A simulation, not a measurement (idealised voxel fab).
Title: Process Module voxel spacer lines
The cross-section shown here is cut; it is 225 nm wide and divided into square cells measuring 5 nm on a side.
Format of a cross-section: grid, square cells. Given as bands. Order: top down. Band: one or more rows of cells.
This entry defines a band. It first specifies the height of the band's top and the height of its bottom in nm, and then specifies the band's materials from left to right, stating each material with its width in nm. The word "full width" identifies a single material that fills the band from edge to edge, while the word "air" identifies empty space.
Beneath 0, the wafer as received is one material, and that level is where height counting begins. The lowest band goes on downward without a bottom; it is written like "0..down".
Top row gets the first number, bottom row gets the second, and each row in between changes by the same step: that is how a band width like "30 to 40" works.
Step note "no modification" = no cross-section cell changed.
In the "Internal closed voids" entry, you get each enclosed empty space of 8 cells or more, one with no open way to the top, written width x height at distance, distance from the left edge, in nm.
The remark found on a step's line after its settings is issued by the simulator itself and pertains to that step.
overlay nm: where the mask lay relative to plan, measured to the right, on steps with a mask; negatives go left.
Reading guide: pairs of cross-sections, before and after one process step; after view cut off at lowest changed band; step and settings listed under each pair. Pairs may stem from different runs of this module on the same starting wafer; continuity with the pair above only where the "Prior to step" entry states it.

[Prior to step]
- 0..down  Si full width
- Internal closed voids: none

[Cut View, Post-Step]
- 10..0  Al2O3 full width
- All layers under 0 are left as they were.
- Internal closed voids: none
For reference, the processing step occurring between the two cross-sections presented above is as follows: op CONFORMAL_DEP | material Al2O3 | thk nm 10

Prior to step: It is represented by the cross-section appearing after the step of the pair directly above.

[Cut View, Post-Step]
- 25..10  polySi full width
- All layers under 10 are left as they were.
- Internal closed voids: none
For reference, the processing step occurring between the two cross-sections presented above is as follows: op DIRECTIONAL_DEP | material polySi | thk nm 15

Prior to step: It is represented by the cross-section appearing after the step of the pair directly above.

[Cut View, Post-Step]
- 55..25  aC full width
- All layers under 25 are left as they were.
- Internal closed voids: none
For reference, the processing step occurring between the two cross-sections presented above is as follows: op DIRECTIONAL_DEP | material aC | thk nm 30

Prior to step: It is represented by the cross-section appearing after the step of the pair directly above.

[Cut View, Post-Step]
- 90..55  air=70, resist=20, air=40, resist=20, air=75
- All layers under 55 are left as they were.
- Internal closed voids: none
For reference, the processing step occurring between the two cross-sections presented above is as follows: op PATTERN | tone cover | mask id MANDREL | material resist | width nm 20 | pitch nm 60 | thk nm 35 | overlay nm 0

Prior to step: It is represented by the cross-section appearing after the step of the pair directly above.

[Cut View, Post-Step]
- 60..55  air=70, resist=20, air=40, resist=20, air=75
- 55..25  air=70, aC=20, air=40, aC=20, air=75
- All layers under 25 are left as they were.
- Internal closed voids: none
For reference, the processing step occurring between the two cross-sections presented above is as follows: op DIRECTIONAL_ETCH | etch materials aC | depth nm 30

Prior to step: It is represented by the cross-section appearing after the step of the pair directly above.

[Cut View, Post-Step]
- 55..25  air=70, aC=20, air=40, aC=20, air=75
- All layers under 25 are left as they were.
- Internal closed voids: none
For reference, the processing step occurring between the two cross-sections presented above is as follows: op STRIP | etch materials resist

Prior to step: It is represented by the cross-section appearing after the step of the pair directly above.

[Cut View, Post-Step]
- 65..55  air=60, SiO2=40, air=20, SiO2=40, air=65
- 55..35  air=60, SiO2=10, aC=20, SiO2=10, air=20, SiO2=10, aC=20, SiO2=10, air=65
- 35..25  SiO2=70, aC=20, SiO2=40, aC=20, SiO2=75
- All layers under 25 are left as they were.
- Internal closed voids: none
For reference, the processing step occurring between the two cross-sections presented above is as follows: op CONFORMAL_DEP | material SiO2 | thk nm 10

Prior to step: It is represented by the cross-section appearing after the step of the pair directly above.

[Cut View, Post-Step]
- 55..25  air=60, SiO2=10, aC=20, SiO2=10, air=20, SiO2=10, aC=20, SiO2=10, air=65
- All layers under 25 are left as they were.
- Internal closed voids: none
For reference, the processing step occurring between the two cross-sections presented above is as follows: op DIRECTIONAL_ETCH | etch materials SiO2 | depth nm 10

Prior to step: It is represented by the cross-section appearing after the step of the pair directly above.

[Cut View, Post-Step]
- 55..25  air=60, SiO2=10, air=20, SiO2=10, air=20, SiO2=10, air=20, SiO2=10, air=65
- All layers under 25 are left as they were.
- Internal closed voids: none
For reference, the processing step occurring between the two cross-sections presented above is as follows: op STRIP | etch materials aC

Prior to step: It is represented by the cross-section appearing after the step of the pair directly above.

[Cut View, Post-Step]
- 55..25  air=60, SiO2=10, air=20, SiO2=10, air=20, SiO2=10, air=20, SiO2=10, air=65
- 25..10  air=60, polySi=10, air=20, polySi=10, air=20, polySi=10, air=20, polySi=10, air=65
- All layers under 10 are left as they were.
- Internal closed voids: none
For reference, the processing step occurring between the two cross-sections presented above is as follows: op DIRECTIONAL_ETCH | etch materials polySi | depth nm 15

Prior to step: It is represented by the cross-section appearing after the step of the pair directly above.

[Cut View, Post-Step]
- 25..10  air=60, polySi=10, air=20, polySi=10, air=20, polySi=10, air=20, polySi=10, air=65
- All layers under 10 are left as they were.
- Internal closed voids: none
For reference, the processing step occurring between the two cross-sections presented above is as follows: op STRIP | etch materials SiO2

[Prior to step]
- 0..down  Si full width
- Internal closed voids: none

[Cut View, Post-Step]
- 15..0  polySi full width
- All layers under 0 are left as they were.
- Internal closed voids: none
For reference, the processing step occurring between the two cross-sections presented above is as follows: op DIRECTIONAL_DEP | material polySi | thk nm 15

Prior to step: It is represented by the cross-section appearing after the step of the pair directly above.

[Cut View, Post-Step]
- 45..15  aC full width
- All layers under 15 are left as they were.
- Internal closed voids: none
For reference, the processing step occurring between the two cross-sections presented above is as follows: op DIRECTIONAL_DEP | material aC | thk nm 30

Prior to step: It is represented by the cross-section appearing after the step of the pair directly above.

[Cut View, Post-Step]
- 80..45  air=70, resist=20, air=40, resist=20, air=75
- All layers under 45 are left as they were.
- Internal closed voids: none
For reference, the processing step occurring between the two cross-sections presented above is as follows: op PATTERN | tone cover | mask id MANDREL | material resist | width nm 20 | pitch nm 60 | thk nm 35 | overlay nm 0

Prior to step: It is represented by the cross-section appearing after the step of the pair directly above.

[Cut View, Post-Step]
- 50..45  air=70, resist=20, air=40, resist=20, air=75
- 45..15  air=70, aC=20, air=40, aC=20, air=75
- All layers under 15 are left as they were.
- Internal closed voids: none
For reference, the processing step occurring between the two cross-sections presented above is as follows: op DIRECTIONAL_ETCH | etch materials aC | depth nm 30

Prior to step: It is represented by the cross-section appearing after the step of the pair directly above.

[Cut View, Post-Step]
- 45..15  air=70, aC=20, air=40, aC=20, air=75
- All layers under 15 are left as they were.
- Internal closed voids: none
For reference, the processing step occurring between the two cross-sections presented above is as follows: op STRIP | etch materials resist

Prior to step: It is represented by the cross-section appearing after the step of the pair directly above.

[Cut View, Post-Step]
- 55..45  air=60, SiO2=40, air=20, SiO2=40, air=65
- 45..25  air=60, SiO2=10, aC=20, SiO2=10, air=20, SiO2=10, aC=20, SiO2=10, air=65
- 25..15  SiO2=70, aC=20, SiO2=40, aC=20, SiO2=75
- All layers under 15 are left as they were.
- Internal closed voids: none
For reference, the processing step occurring between the two cross-sections presented above is as follows: op CONFORMAL_DEP | material SiO2 | thk nm 10

Prior to step: It is represented by the cross-section appearing after the step of the pair directly above.

[Cut View, Post-Step]
- 45..15  air=60, SiO2=10, aC=20, SiO2=10, air=20, SiO2=10, aC=20, SiO2=10, air=65
- All layers under 15 are left as they were.
- Internal closed voids: none
For reference, the processing step occurring between the two cross-sections presented above is as follows: op DIRECTIONAL_ETCH | etch materials SiO2 | depth nm 10

Prior to step: It is represented by the cross-section appearing after the step of the pair directly above.

[Cut View, Post-Step]
- 45..15  air=60, SiO2=10, air=20, SiO2=10, air=20, SiO2=10, air=20, SiO2=10, air=65
- All layers under 15 are left as they were.
- Internal closed voids: none
For reference, the processing step occurring between the two cross-sections presented above is as follows: op STRIP | etch materials aC

Prior to step: It is represented by the cross-section appearing after the step of the pair directly above.

[Cut View, Post-Step]
- 45..15  air=60, SiO2=10, air=20, SiO2=10, air=20, SiO2=10, air=20, SiO2=10, air=65
- 15..0  air=60, polySi=10, air=20, polySi=10, air=20, polySi=10, air=20, polySi=10, air=65
- All layers under 0 are left as they were.
- Internal closed voids: none
For reference, the processing step occurring between the two cross-sections presented above is as follows: op DIRECTIONAL_ETCH | etch materials polySi | depth nm 15

Prior to step: It is represented by the cross-section appearing after the step of the pair directly above.

[Cut View, Post-Step]
- 15..0  air=60, polySi=10, air=20, polySi=10, air=20, polySi=10, air=20, polySi=10, air=65
- All layers under 0 are left as they were.
- Internal closed voids: none
For reference, the processing step occurring between the two cross-sections presented above is as follows: op STRIP | etch materials SiO2

[Prior to step]
- 25..10  polySi full width
- 10..0  Al2O3 full width
- 0..down  Si full width
- Internal closed voids: none

[Cut View, Post-Step]
- 40..10  polySi full width
- All layers under 10 are left as they were.
- Internal closed voids: none
For reference, the processing step occurring between the two cross-sections presented above is as follows: op DIRECTIONAL_DEP | material polySi | thk nm 15

Prior to step: It is represented by the cross-section appearing after the step of the pair directly above.

[Cut View, Post-Step]
- 70..40  aC full width
- All layers under 40 are left as they were.
- Internal closed voids: none
For reference, the processing step occurring between the two cross-sections presented above is as follows: op DIRECTIONAL_DEP | material aC | thk nm 30

Prior to step: It is represented by the cross-section appearing after the step of the pair directly above.

[Cut View, Post-Step]
- 105..70  air=70, resist=20, air=40, resist=20, air=75
- All layers under 70 are left as they were.
- Internal closed voids: none
For reference, the processing step occurring between the two cross-sections presented above is as follows: op PATTERN | tone cover | mask id MANDREL | material resist | width nm 20 | pitch nm 60 | thk nm 35 | overlay nm 0

Prior to step: It is represented by the cross-section appearing after the step of the pair directly above.

[Cut View, Post-Step]
- 75..70  air=70, resist=20, air=40, resist=20, air=75
- 70..40  air=70, aC=20, air=40, aC=20, air=75
- All layers under 40 are left as they were.
- Internal closed voids: none
For reference, the processing step occurring between the two cross-sections presented above is as follows: op DIRECTIONAL_ETCH | etch materials aC | depth nm 30

Prior to step: It is represented by the cross-section appearing after the step of the pair directly above.

[Cut View, Post-Step]
- 70..40  air=70, aC=20, air=40, aC=20, air=75
- All layers under 40 are left as they were.
- Internal closed voids: none
For reference, the processing step occurring between the two cross-sections presented above is as follows: op STRIP | etch materials resist

Prior to step: It is represented by the cross-section appearing after the step of the pair directly above.

[Cut View, Post-Step]
- 80..70  air=60, SiO2=40, air=20, SiO2=40, air=65
- 70..50  air=60, SiO2=10, aC=20, SiO2=10, air=20, SiO2=10, aC=20, SiO2=10, air=65
- 50..40  SiO2=70, aC=20, SiO2=40, aC=20, SiO2=75
- All layers under 40 are left as they were.
- Internal closed voids: none
For reference, the processing step occurring between the two cross-sections presented above is as follows: op CONFORMAL_DEP | material SiO2 | thk nm 10

Prior to step: It is represented by the cross-section appearing after the step of the pair directly above.

[Cut View, Post-Step]
- 70..40  air=60, SiO2=10, aC=20, SiO2=10, air=20, SiO2=10, aC=20, SiO2=10, air=65
- All layers under 40 are left as they were.
- Internal closed voids: none
For reference, the processing step occurring between the two cross-sections presented above is as follows: op DIRECTIONAL_ETCH | etch materials SiO2 | depth nm 10

Prior to step: It is represented by the cross-section appearing after the step of the pair directly above.

[Cut View, Post-Step]
- 70..40  air=60, SiO2=10, air=20, SiO2=10, air=20, SiO2=10, air=20, SiO2=10, air=65
- All layers under 40 are left as they were.
- Internal closed voids: none
For reference, the processing step occurring between the two cross-sections presented above is as follows: op STRIP | etch materials aC

Prior to step: It is represented by the cross-section appearing after the step of the pair directly above.

[Cut View, Post-Step]
- 70..40  air=60, SiO2=10, air=20, SiO2=10, air=20, SiO2=10, air=20, SiO2=10, air=65
- 40..25  air=60, polySi=10, air=20, polySi=10, air=20, polySi=10, air=20, polySi=10, air=65
- All layers under 25 are left as they were.
- Internal closed voids: none
For reference, the processing step occurring between the two cross-sections presented above is as follows: op DIRECTIONAL_ETCH | etch materials polySi | depth nm 15

Prior to step: It is represented by the cross-section appearing after the step of the pair directly above.

[Cut View, Post-Step]
- 40..25  air=60, polySi=10, air=20, polySi=10, air=20, polySi=10, air=20, polySi=10, air=65
- All layers under 25 are left as they were.
- Internal closed voids: none
For reference, the processing step occurring between the two cross-sections presented above is as follows: op STRIP | etch materials SiO2

[Prior to step]
- 15..0  polySi full width
- 0..down  Si full width
- Internal closed voids: none

[Cut View, Post-Step]
- 25..15  Al2O3 full width
- All layers under 15 are left as they were.
- Internal closed voids: none
For reference, the processing step occurring between the two cross-sections presented above is as follows: op CONFORMAL_DEP | material Al2O3 | thk nm 10

Prior to step: It is represented by the cross-section appearing after the step of the pair directly above.

[Cut View, Post-Step]
- 55..25  aC full width
- All layers under 25 are left as they were.
- Internal closed voids: none
For reference, the processing step occurring between the two cross-sections presented above is as follows: op DIRECTIONAL_DEP | material aC | thk nm 30

Prior to step: It is represented by the cross-section appearing after the step of the pair directly above.

[Cut View, Post-Step]
- 90..55  air=70, resist=20, air=40, resist=20, air=75
- All layers under 55 are left as they were.
- Internal closed voids: none
For reference, the processing step occurring between the two cross-sections presented above is as follows: op PATTERN | tone cover | mask id MANDREL | material resist | width nm 20 | pitch nm 60 | thk nm 35 | overlay nm 0

Prior to step: It is represented by the cross-section appearing after the step of the pair directly above.

[Cut View, Post-Step]
- 60..55  air=70, resist=20, air=40, resist=20, air=75
- 55..25  air=70, aC=20, air=40, aC=20, air=75
- All layers under 25 are left as they were.
- Internal closed voids: none
For reference, the processing step occurring between the two cross-sections presented above is as follows: op DIRECTIONAL_ETCH | etch materials aC | depth nm 30

Prior to step: It is represented by the cross-section appearing after the step of the pair directly above.

[Cut View, Post-Step]
- 55..25  air=70, aC=20, air=40, aC=20, air=75
- All layers under 25 are left as they were.
- Internal closed voids: none
For reference, the processing step occurring between the two cross-sections presented above is as follows: op STRIP | etch materials resist

Prior to step: It is represented by the cross-section appearing after the step of the pair directly above.

[Cut View, Post-Step]
- 65..55  air=60, SiO2=40, air=20, SiO2=40, air=65
- 55..35  air=60, SiO2=10, aC=20, SiO2=10, air=20, SiO2=10, aC=20, SiO2=10, air=65
- 35..25  SiO2=70, aC=20, SiO2=40, aC=20, SiO2=75
- All layers under 25 are left as they were.
- Internal closed voids: none
For reference, the processing step occurring between the two cross-sections presented above is as follows: op CONFORMAL_DEP | material SiO2 | thk nm 10

Prior to step: It is represented by the cross-section appearing after the step of the pair directly above.

[Cut View, Post-Step]
- 55..25  air=60, SiO2=10, aC=20, SiO2=10, air=20, SiO2=10, aC=20, SiO2=10, air=65
- All layers under 25 are left as they were.
- Internal closed voids: none
For reference, the processing step occurring between the two cross-sections presented above is as follows: op DIRECTIONAL_ETCH | etch materials SiO2 | depth nm 10

Prior to step: It is represented by the cross-section appearing after the step of the pair directly above.

[Cut View, Post-Step]
- 55..25  air=60, SiO2=10, air=20, SiO2=10, air=20, SiO2=10, air=20, SiO2=10, air=65
- All layers under 25 are left as they were.
- Internal closed voids: none
For reference, the processing step occurring between the two cross-sections presented above is as follows: op STRIP | etch materials aC

Prior to step: It is represented by the cross-section appearing after the step of the pair directly above.

[Cut View, Post-Step]
- 25..15  Al2O3 full width
- All layers under 15 are left as they were.
- Internal closed voids: none
For reference, the processing step occurring between the two cross-sections presented above is as follows: op STRIP | etch materials SiO2

[Prior to step]
- 0..down  Si full width
- Internal closed voids: none

[Cut View, Post-Step]
- 15..0  Al2O3 full width
- All layers under 0 are left as they were.
- Internal closed voids: none
For reference, the processing step occurring between the two cross-sections presented above is as follows: op CONFORMAL_DEP | material Al2O3 | thk nm 15

Prior to step: It is represented by the cross-section appearing after the step of the pair directly above.

[Cut View, Post-Step]
- 30..15  polySi full width
- All layers under 15 are left as they were.
- Internal closed voids: none
For reference, the processing step occurring between the two cross-sections presented above is as follows: op DIRECTIONAL_DEP | material polySi | thk nm 15

Prior to step: It is represented by the cross-section appearing after the step of the pair directly above.

[Cut View, Post-Step]
- 60..30  aC full width
- All layers under 30 are left as they were.
- Internal closed voids: none
For reference, the processing step occurring between the two cross-sections presented above is as follows: op DIRECTIONAL_DEP | material aC | thk nm 30

Prior to step: It is represented by the cross-section appearing after the step of the pair directly above.

[Cut View, Post-Step]
- 95..60  air=70, resist=20, air=40, resist=20, air=75
- All layers under 60 are left as they were.
- Internal closed voids: none
For reference, the processing step occurring between the two cross-sections presented above is as follows: op PATTERN | tone cover | mask id MANDREL | material resist | width nm 20 | pitch nm 60 | thk nm 35 | overlay nm 0

Prior to step: It is represented by the cross-section appearing after the step of the pair directly above.

[Cut View, Post-Step]
- 65..60  air=70, resist=20, air=40, resist=20, air=75
- 60..30  air=70, aC=20, air=40, aC=20, air=75
- All layers under 30 are left as they were.
- Internal closed voids: none
For reference, the processing step occurring between the two cross-sections presented above is as follows: op DIRECTIONAL_ETCH | etch materials aC | depth nm 30

Prior to step: It is represented by the cross-section appearing after the step of the pair directly above.

[Cut View, Post-Step]
- 60..30  air=70, aC=20, air=40, aC=20, air=75
- All layers under 30 are left as they were.
- Internal closed voids: none
For reference, the processing step occurring between the two cross-sections presented above is as follows: op STRIP | etch materials resist

Prior to step: It is represented by the cross-section appearing after the step of the pair directly above.

[Cut View, Post-Step]
- 70..60  air=60, SiO2=40, air=20, SiO2=40, air=65
- 60..40  air=60, SiO2=10, aC=20, SiO2=10, air=20, SiO2=10, aC=20, SiO2=10, air=65
- 40..30  SiO2=70, aC=20, SiO2=40, aC=20, SiO2=75
- All layers under 30 are left as they were.
- Internal closed voids: none
For reference, the processing step occurring between the two cross-sections presented above is as follows: op CONFORMAL_DEP | material SiO2 | thk nm 10

Prior to step: It is represented by the cross-section appearing after the step of the pair directly above.

[Cut View, Post-Step]
- 60..30  air=60, SiO2=10, aC=20, SiO2=10, air=20, SiO2=10, aC=20, SiO2=10, air=65
- All layers under 30 are left as they were.
- Internal closed voids: none
For reference, the processing step occurring between the two cross-sections presented above is as follows: op DIRECTIONAL_ETCH | etch materials SiO2 | depth nm 10

Prior to step: It is represented by the cross-section appearing after the step of the pair directly above.

[Cut View, Post-Step]
- 60..30  air=60, SiO2=10, air=20, SiO2=10, air=20, SiO2=10, air=20, SiO2=10, air=65
- All layers under 30 are left as they were.
- Internal closed voids: none
For reference, the processing step occurring between the two cross-sections presented above is as follows: op STRIP | etch materials aC

Prior to step: It is represented by the cross-section appearing after the step of the pair directly above.

[Cut View, Post-Step]
- 60..30  air=60, SiO2=10, air=20, SiO2=10, air=20, SiO2=10, air=20, SiO2=10, air=65
- 30..15  air=60, polySi=10, air=20, polySi=10, air=20, polySi=10, air=20, polySi=10, air=65
- All layers under 15 are left as they were.
- Internal closed voids: none
For reference, the processing step occurring between the two cross-sections presented above is as follows: op DIRECTIONAL_ETCH | etch materials polySi | depth nm 15

Prior to step: It is represented by the cross-section appearing after the step of the pair directly above.

[Cut View, Post-Step]
- 30..15  air=60, polySi=10, air=20, polySi=10, air=20, polySi=10, air=20, polySi=10, air=65
- All layers under 15 are left as they were.
- Internal closed voids: none
For reference, the processing step occurring between the two cross-sections presented above is as follows: op STRIP | etch materials SiO2

[Prior to step]
- 55..25  aC full width
- 25..10  polySi full width
- 10..0  Al2O3 full width
- 0..down  Si full width
- Internal closed voids: none

[Cut View, Post-Step]
- 90..55  air=75, resist=15, air=45, resist=15, air=75
- All layers under 55 are left as they were.
- Internal closed voids: none
For reference, the processing step occurring between the two cross-sections presented above is as follows: op PATTERN | tone cover | mask id MANDREL | material resist | width nm 15 | pitch nm 60 | thk nm 35 | overlay nm 0

Prior to step: It is represented by the cross-section appearing after the step of the pair directly above.

[Cut View, Post-Step]
- 60..55  air=75, resist=15, air=45, resist=15, air=75
- 55..25  air=75, aC=15, air=45, aC=15, air=75
- All layers under 25 are left as they were.
- Internal closed voids: none
For reference, the processing step occurring between the two cross-sections presented above is as follows: op DIRECTIONAL_ETCH | etch materials aC | depth nm 30

Prior to step: It is represented by the cross-section appearing after the step of the pair directly above.

[Cut View, Post-Step]
- 55..25  air=75, aC=15, air=45, aC=15, air=75
- All layers under 25 are left as they were.
- Internal closed voids: none
For reference, the processing step occurring between the two cross-sections presented above is as follows: op STRIP | etch materials resist

Prior to step: It is represented by the cross-section appearing after the step of the pair directly above.

[Cut View, Post-Step]
- 65..55  air=65, SiO2=35, air=25, SiO2=35, air=65
- 55..35  air=65, SiO2=10, aC=15, SiO2=10, air=25, SiO2=10, aC=15, SiO2=10, air=65
- 35..25  SiO2=75, aC=15, SiO2=45, aC=15, SiO2=75
- All layers under 25 are left as they were.
- Internal closed voids: none
For reference, the processing step occurring between the two cross-sections presented above is as follows: op CONFORMAL_DEP | material SiO2 | thk nm 10

Prior to step: It is represented by the cross-section appearing after the step of the pair directly above.

[Cut View, Post-Step]
- 55..25  air=65, SiO2=10, aC=15, SiO2=10, air=25, SiO2=10, aC=15, SiO2=10, air=65
- All layers under 25 are left as they were.
- Internal closed voids: none
For reference, the processing step occurring between the two cross-sections presented above is as follows: op DIRECTIONAL_ETCH | etch materials SiO2 | depth nm 10

Prior to step: It is represented by the cross-section appearing after the step of the pair directly above.

[Cut View, Post-Step]
- 55..25  air=65, SiO2=10, air=15, SiO2=10, air=25, SiO2=10, air=15, SiO2=10, air=65
- All layers under 25 are left as they were.
- Internal closed voids: none
For reference, the processing step occurring between the two cross-sections presented above is as follows: op STRIP | etch materials aC

Prior to step: It is represented by the cross-section appearing after the step of the pair directly above.

[Cut View, Post-Step]
- 55..25  air=65, SiO2=10, air=15, SiO2=10, air=25, SiO2=10, air=15, SiO2=10, air=65
- 25..10  air=65, polySi=10, air=15, polySi=10, air=25, polySi=10, air=15, polySi=10, air=65
- All layers under 10 are left as they were.
- Internal closed voids: none
For reference, the processing step occurring between the two cross-sections presented above is as follows: op DIRECTIONAL_ETCH | etch materials polySi | depth nm 15

Prior to step: It is represented by the cross-section appearing after the step of the pair directly above.

[Cut View, Post-Step]
- 25..10  air=65, polySi=10, air=15, polySi=10, air=25, polySi=10, air=15, polySi=10, air=65
- All layers under 10 are left as they were.
- Internal closed voids: none
For reference, the processing step occurring between the two cross-sections presented above is as follows: op STRIP | etch materials SiO2

[Prior to step]
- 55..25  aC full width
- 25..10  polySi full width
- 10..0  Al2O3 full width
- 0..down  Si full width
- Internal closed voids: none

[Cut View, Post-Step]
- 90..55  air=75, resist=20, air=40, resist=20, air=70
- All layers under 55 are left as they were.
- Internal closed voids: none
For reference, the processing step occurring between the two cross-sections presented above is as follows: op PATTERN | tone cover | mask id MANDREL | material resist | width nm 20 | pitch nm 60 | thk nm 35 | overlay nm 5

Prior to step: It is represented by the cross-section appearing after the step of the pair directly above.

[Cut View, Post-Step]
- 60..55  air=75, resist=20, air=40, resist=20, air=70
- 55..25  air=75, aC=20, air=40, aC=20, air=70
- All layers under 25 are left as they were.
- Internal closed voids: none
For reference, the processing step occurring between the two cross-sections presented above is as follows: op DIRECTIONAL_ETCH | etch materials aC | depth nm 30

Prior to step: It is represented by the cross-section appearing after the step of the pair directly above.

[Cut View, Post-Step]
- 55..25  air=75, aC=20, air=40, aC=20, air=70
- All layers under 25 are left as they were.
- Internal closed voids: none
For reference, the processing step occurring between the two cross-sections presented above is as follows: op STRIP | etch materials resist

Prior to step: It is represented by the cross-section appearing after the step of the pair directly above.

[Cut View, Post-Step]
- 65..55  air=65, SiO2=40, air=20, SiO2=40, air=60
- 55..35  air=65, SiO2=10, aC=20, SiO2=10, air=20, SiO2=10, aC=20, SiO2=10, air=60
- 35..25  SiO2=75, aC=20, SiO2=40, aC=20, SiO2=70
- All layers under 25 are left as they were.
- Internal closed voids: none
For reference, the processing step occurring between the two cross-sections presented above is as follows: op CONFORMAL_DEP | material SiO2 | thk nm 10

Prior to step: It is represented by the cross-section appearing after the step of the pair directly above.

[Cut View, Post-Step]
- 55..25  air=65, SiO2=10, aC=20, SiO2=10, air=20, SiO2=10, aC=20, SiO2=10, air=60
- All layers under 25 are left as they were.
- Internal closed voids: none
For reference, the processing step occurring between the two cross-sections presented above is as follows: op DIRECTIONAL_ETCH | etch materials SiO2 | depth nm 10

Prior to step: It is represented by the cross-section appearing after the step of the pair directly above.

[Cut View, Post-Step]
- 55..25  air=65, SiO2=10, air=20, SiO2=10, air=20, SiO2=10, air=20, SiO2=10, air=60
- All layers under 25 are left as they were.
- Internal closed voids: none
For reference, the processing step occurring between the two cross-sections presented above is as follows: op STRIP | etch materials aC

Prior to step: It is represented by the cross-section appearing after the step of the pair directly above.

[Cut View, Post-Step]
- 55..25  air=65, SiO2=10, air=20, SiO2=10, air=20, SiO2=10, air=20, SiO2=10, air=60
- 25..10  air=65, polySi=10, air=20, polySi=10, air=20, polySi=10, air=20, polySi=10, air=60
- All layers under 10 are left as they were.
- Internal closed voids: none
For reference, the processing step occurring between the two cross-sections presented above is as follows: op DIRECTIONAL_ETCH | etch materials polySi | depth nm 15

Prior to step: It is represented by the cross-section appearing after the step of the pair directly above.

[Cut View, Post-Step]
- 25..10  air=65, polySi=10, air=20, polySi=10, air=20, polySi=10, air=20, polySi=10, air=60
- All layers under 10 are left as they were.
- Internal closed voids: none
For reference, the processing step occurring between the two cross-sections presented above is as follows: op STRIP | etch materials SiO2

[Prior to step]
- 55..25  air=60, SiO2=10, aC=20, SiO2=10, air=20, SiO2=10, aC=20, SiO2=10, air=65
- 25..10  polySi full width
- 10..0  Al2O3 full width
- 0..down  Si full width
- Internal closed voids: none

[Cut View, Post-Step]
- 55..25  air=70, aC=20, air=40, aC=20, air=75
- All layers under 25 are left as they were.
- Internal closed voids: none
For reference, the processing step occurring between the two cross-sections presented above is as follows: op STRIP | etch materials SiO2

Prior to step: It is represented by the cross-section appearing after the step of the pair directly above.

[Cut View, Post-Step]
- 55..25  air=70, aC=20, air=40, aC=20, air=75
- 25..10  air=70, polySi=20, air=40, polySi=20, air=75
- All layers under 10 are left as they were.
- Internal closed voids: none
For reference, the processing step occurring between the two cross-sections presented above is as follows: op DIRECTIONAL_ETCH | etch materials polySi | depth nm 15

[Prior to step]
- 55..25  aC full width
- 25..10  polySi full width
- 10..0  Al2O3 full width
- 0..down  Si full width
- Internal closed voids: none

[Cut View, Post-Step]
- 90..55  resist=70, air=20, resist=40, air=20, resist=75
- All layers under 55 are left as they were.
- Internal closed voids: none
For reference, the processing step occurring between the two cross-sections presented above is as follows: op PATTERN | tone open | mask id MANDREL | material resist | width nm 20 | pitch nm 60 | thk nm 35 | overlay nm 0

Prior to step: It is represented by the cross-section appearing after the step of the pair directly above.

[Cut View, Post-Step]
- 60..55  resist=70, air=20, resist=40, air=20, resist=75
- 55..25  aC=70, air=20, aC=40, air=20, aC=75
- All layers under 25 are left as they were.
- Internal closed voids: none
For reference, the processing step occurring between the two cross-sections presented above is as follows: op DIRECTIONAL_ETCH | etch materials aC | depth nm 30

Prior to step: It is represented by the cross-section appearing after the step of the pair directly above.

[Cut View, Post-Step]
- 55..25  aC=70, air=20, aC=40, air=20, aC=75
- All layers under 25 are left as they were.
- Internal closed voids: none
For reference, the processing step occurring between the two cross-sections presented above is as follows: op STRIP | etch materials resist

Prior to step: It is represented by the cross-section appearing after the step of the pair directly above.

[Cut View, Post-Step]
- 65..55  SiO2 full width
- 55..25  aC=70, SiO2=20, aC=40, SiO2=20, aC=75
- All layers under 25 are left as they were.
- Internal closed voids: none
For reference, the processing step occurring between the two cross-sections presented above is as follows: op CONFORMAL_DEP | material SiO2 | thk nm 10

Prior to step: It is represented by the cross-section appearing after the step of the pair directly above.

[Cut View, Post-Step]
- 55..25  aC=70, SiO2=20, aC=40, SiO2=20, aC=75
- All layers under 25 are left as they were.
- Internal closed voids: none
For reference, the processing step occurring between the two cross-sections presented above is as follows: op DIRECTIONAL_ETCH | etch materials SiO2 | depth nm 10

Prior to step: It is represented by the cross-section appearing after the step of the pair directly above.

[Cut View, Post-Step]
- 55..25  air=70, SiO2=20, air=40, SiO2=20, air=75
- All layers under 25 are left as they were.
- Internal closed voids: none
For reference, the processing step occurring between the two cross-sections presented above is as follows: op STRIP | etch materials aC

Prior to step: It is represented by the cross-section appearing after the step of the pair directly above.

[Cut View, Post-Step]
- 55..25  air=70, SiO2=20, air=40, SiO2=20, air=75
- 25..10  air=70, polySi=20, air=40, polySi=20, air=75
- All layers under 10 are left as they were.
- Internal closed voids: none
For reference, the processing step occurring between the two cross-sections presented above is as follows: op DIRECTIONAL_ETCH | etch materials polySi | depth nm 15

Prior to step: It is represented by the cross-section appearing after the step of the pair directly above.

[Cut View, Post-Step]
- 25..10  air=70, polySi=20, air=40, polySi=20, air=75
- All layers under 10 are left as they were.
- Internal closed voids: none
For reference, the processing step occurring between the two cross-sections presented above is as follows: op STRIP | etch materials SiO2
